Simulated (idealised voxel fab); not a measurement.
Process module heading - voxel self aligned vias
The cross-section on display is named cut; it measures 155 nm wide, and its cells are 5 nm squares.
In what follows, cross-sections appear as grids of square cells, described through bands that run from the top down, where every band is one or more rows of cells.
Per band: top height and bottom height in nm, followed by the left-to-right materials and their widths in nm; "full width" marks a single material spanning edge to edge, "air" marks empty space.
Measure heights from 0. That's the level where, below it, the as-received wafer is all one material. The lowest band is bottomless and extends downward; write it as in "0 -> down".
Width spec "30 to 40" -> top row of cells at first value, bottom row at second value, equal per-row change in between.
When a step is marked "nothing different", none of the cells in the cross-section changed during that step.
Closed void register: empty space of 8 cells or more with no open way to the top, each as width x height at its distance from the left edge, in nm
Formally, on a step line, whatever follows the settings is a remark that the simulator itself makes on the step.
overlay nm: on a step with a mask, how far right of its planned place the mask lay; negative means left.
The steps planned for the process are as follows
- 1: RECEIVE, material Si
- 2: CONFORMAL_DEP, material SiO2, thk nm 15
- 3: CONFORMAL_DEP, material SiCN, thk nm 5
- 4: DIRECTIONAL_DEP, material SiO2, thk nm 20
- 5: DIRECTIONAL_DEP, material aC, thk nm 15
- 6: PATTERN, tone open, mask id LINES, material resist, width nm 20, pitch nm 70, thk nm 30, overlay nm 0
- 7: DIRECTIONAL_ETCH, etch materials aC, depth nm 15
- 8: STRIP, etch materials resist
- 9: DIRECTIONAL_ETCH, etch materials SiO2, depth nm 20
- 10: STRIP, etch materials aC
- 11: CONFORMAL_DEP, material TiN, thk nm 5
- 12: FILL_DEP, material W, thk nm 10
- 13: CMP, height nm 40
- 14: SELECTIVE_ETCH, etch materials W Ru TiN, depth nm 5
- 15: FILL_DEP, material SiN, thk nm 10
- 16: CMP, height nm 40
- 17: DIRECTIONAL_DEP, material SiO2, thk nm 20
- 18: DIRECTIONAL_DEP, material aC, thk nm 10
- 19: PATTERN, tone open, mask id VIAS, material resist, width nm 40, thk nm 30, overlay nm 0
- 20: DIRECTIONAL_ETCH, etch materials aC, depth nm 10
- 21: STRIP, etch materials resist
- 22: DIRECTIONAL_ETCH, etch materials SiO2, depth nm 20
- 23: DIRECTIONAL_ETCH, etch materials SiN, depth nm 5
- 24: STRIP, etch materials aC
- 25: CONFORMAL_DEP, material TiN, thk nm 5
- 26: FILL_DEP, material Cu, thk nm 5
- 27: CMP, height nm 60
- 28: CONFORMAL_DEP, material SiN, thk nm 5
Cross-section of the incoming wafer, state after step 1
> 0 -> down: Si full width
> Closed void register: none
Wafer at module end, in section. Began as above, planned as above, run with one mistake
> 65 -> 60: SiN full width
> 60 -> 40: SiO2: 20; TiN: 5; Cu: 30; TiN: 5; SiO2: 95
> 40 -> 35: SiN: 20; TiN: 40; SiN: 95
> 35 -> 20: SiO2: 30; TiN: 5; W: 10; TiN: 5; SiO2: 50; TiN: 5; W: 10; TiN: 5; SiO2: 35
> 20 -> 15: SiO2: 30; TiN: 20; SiO2: 50; TiN: 20; SiO2: 35
> 15 -> 0: SiO2 full width
> 0 -> down: Si full width
> Closed void register: none
Here's what went sideways: heads up, step 3 of the plan was skipped and never actually ran
